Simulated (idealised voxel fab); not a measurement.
The process module that follows is named voxel released beams.
The cross-section shown here is cut; it is 270 nm wide and divided into square cells measuring 5 nm on a side.
Cross-section = grid of square cells, listed top down in bands; band = one or more rows. Within each band entry, the heights of the top and of the bottom of the band appear first, in that order and in nm; the materials of the band then follow from left to right, each with its corresponding width in nm. The designation "edge to edge" on a single material indicates that it fills the band from edge to edge; the designation "air" indicates empty space. Counting heights begins at 0, where everything beneath is, in the wafer as received, one material. The lowest band has no bottom; it goes on downwards, as "z 0 and below" shows. Per-row width for "30..40": begins at first number (top row of band), ends at second number (bottom row), increment between rows held constant. When a step is marked "stayed the same", none of the cells in the cross-section changed during that step. You'll see "Unvented internal voids" listing empty spaces that have no way open to the top, as long as they're 8 cells or more; the notation is width x height at distance, where the distance is from the left edge, and all of it is in nm. If you see something after the settings on a step's line, that's the simulator's own remark about that step. "overlay nm" answers the question of how far to the right of plan the mask lay on a step that has a mask, and when it is negative the answer is to the left.
PROCESS STEPS - PLAN
1: op RECEIVE | material Si
2: op CONFORMAL_DEP | material Al2O3 | thk nm 10
3: op DIRECTIONAL_DEP | material SiO2 | thk nm 15
4: op MASKED_ETCH | tone open | mask id ANCHOR | width nm 30 | etch materials SiO2 | depth nm 15 | overlay nm 0
5: op CONFORMAL_DEP | material polySi | thk nm 10
6: op MASKED_ETCH | tone cover | mask id BEAM | width nm 115 | etch materials polySi | depth nm 10 | overlay nm 0
7: op STRIP | etch materials SiO2
WAFER CROSS-SECTION ON RECEIPT, I.E. AFTER STEP 1
> z 0 and below | Si edge to edge
> Unvented internal voids: none
END-OF-MODULE CROSS-SECTION OF THE FIRST OF TWO WAFERS, PROCESSED AS PLANNED
> z 35 to 25 | air: 75, polySi: 15, air: 10, polySi: 90, air: 80
> z 25 to 20 | air: 80, polySi: 10, air: 10, polySi: 10, air: 160
> z 20 to 10 | air: 80, polySi: 30, air: 160
> z 10 to 0 | Al2O3 edge to edge
> z 0 and below | Si edge to edge
> Unvented internal voids: none
MODULE END: CROSS-SECTION OF WAFER TWO OF TWO. SAME START AND PROCESS PLAN AS THE FIRST WAFER. ONE MISTAKE DURING EXECUTION
> z 35 to 25 | air: 75, polySi: 115, air: 80
> z 25 to 0 | Al2O3 edge to edge
> z 0 and below | Si edge to edge
> Unvented internal voids: none
It is concluded that the wafer was processed incorrectly with respect to the plan, in that step 3 ran with different settings than intended, the actual operation and settings being op DIRECTIONAL_DEP | material Al2O3 | thk nm 15
The closing comparison, in cells, has the second wafer with more or fewer of some materials than the first: 162 more of Al2O3, 12 fewer of polySi
